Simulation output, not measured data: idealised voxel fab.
This section sets out a process module, namely voxel air gaps.
Shown is cross-section cut, with a width of 235 nm and square cells of size 5 nm.
If you're reading a cross-section in this doc, picture square cells in a grid; it comes to you as bands, top ones listed first down to the bottom, and a band can be one or more rows of cells. What a band's entry tells you: where the top is and where the bottom is, as heights in nm, and after that what lies inside, material by material from left to right, each with its width in nm. Empty space is written as the word "blank", and a single material marked with the word "edge to edge" occupies the band from edge to edge. Where do heights start? At 0: under that level the wafer as delivered is made of one material only. And the lowest band has no floor; it just carries on downward, as in "from 0 down". Width spec "30 to 40" -> top row of cells at first value, bottom row at second value, equal per-row change in between. Step note "no modifications" = no cross-section cell changed. Voids not open to the top, 8 cells minimum: see "Non-vented voids". Written width x height at distance; distance is from the left edge; nm. Formally, on a step line, whatever follows the settings is a remark that the simulator itself makes on the step. A step's line can hold "overlay nm"; with a mask on that step, the setting says how far right of the planned place the mask lay, while a negative setting says it lay to the left.
-- Steps in the process plan
1 RECEIVE with material Si
2 CONFORMAL_DEP with material SiO2, thk nm 15
3 CONFORMAL_DEP with material SiCN, thk nm 5
4 DIRECTIONAL_DEP with material lowk, thk nm 30
5 PATTERN with tone open, mask id LINES, material resist, width nm 20, pitch nm 50, thk nm 15, overlay nm 0
6 DIRECTIONAL_ETCH with etch materials lowk, depth nm 30
7 STRIP with etch materials resist
8 CONFORMAL_DEP with material TiN, thk nm 5
9 FILL_DEP with material W, thk nm 5
10 CMP with height nm 50
11 EPI with material Ru, thk nm 10
12 SELECTIVE_ETCH with etch materials lowk, depth nm 40
13 CONFORMAL_DEP with material SiCN, thk nm 5
-- Wafer as received: cross-section following step 1
- from 0 down  Si edge to edge
- Non-vented voids: none
-- Run as planned - first of the two wafers cross-sectioned at the end of the module
- from 65 to 60  40 blank  150 SiCN  45 blank
- from 60 to 50  40 blank  5 SiCN  40 Ru  10 SiCN  40 Ru  10 SiCN  40 Ru  5 SiCN  45 blank
- from 50 to 45  40 blank  15 SiCN  5 TiN  10 W  5 TiN  30 SiCN  5 TiN  10 W  5 TiN  30 SiCN  5 TiN  10 W  5 TiN  15 SiCN  45 blank
- from 45 to 25  50 blank  5 SiCN  5 TiN  10 W  5 TiN  5 SiCN  20 blank  5 SiCN  5 TiN  10 W  5 TiN  5 SiCN  20 blank  5 SiCN  5 TiN  10 W  5 TiN  5 SiCN  55 blank
- from 25 to 20  55 SiCN  20 TiN  30 SiCN  20 TiN  30 SiCN  20 TiN  60 SiCN
- from 20 to 15  SiCN edge to edge
- from 15 to 0  SiO2 edge to edge
- from 0 down  Si edge to edge
- Non-vented voids: 20 x 20 at 80; 20 x 20 at 130
-- Here is the second of the two wafers cut open at the end of the module - same start, same plan as the first one, but we made one mistake running it
- from 55 to 45  SiCN edge to edge
- from 45 to 15  lowk edge to edge
- from 15 to 0  SiO2 edge to edge
- from 0 down  Si edge to edge
- Non-vented voids: none
Heads up, the wafer didn't run the way we planned it: so 3 and 4 got swapped relative to the plan, each ran where the other was supposed to
at the end the second wafer has, in cells: Ru -48; SiCN -72; TiN -42; W -30; lowk +282
closed voids at the end (first wafer, second wafer): 2, 0
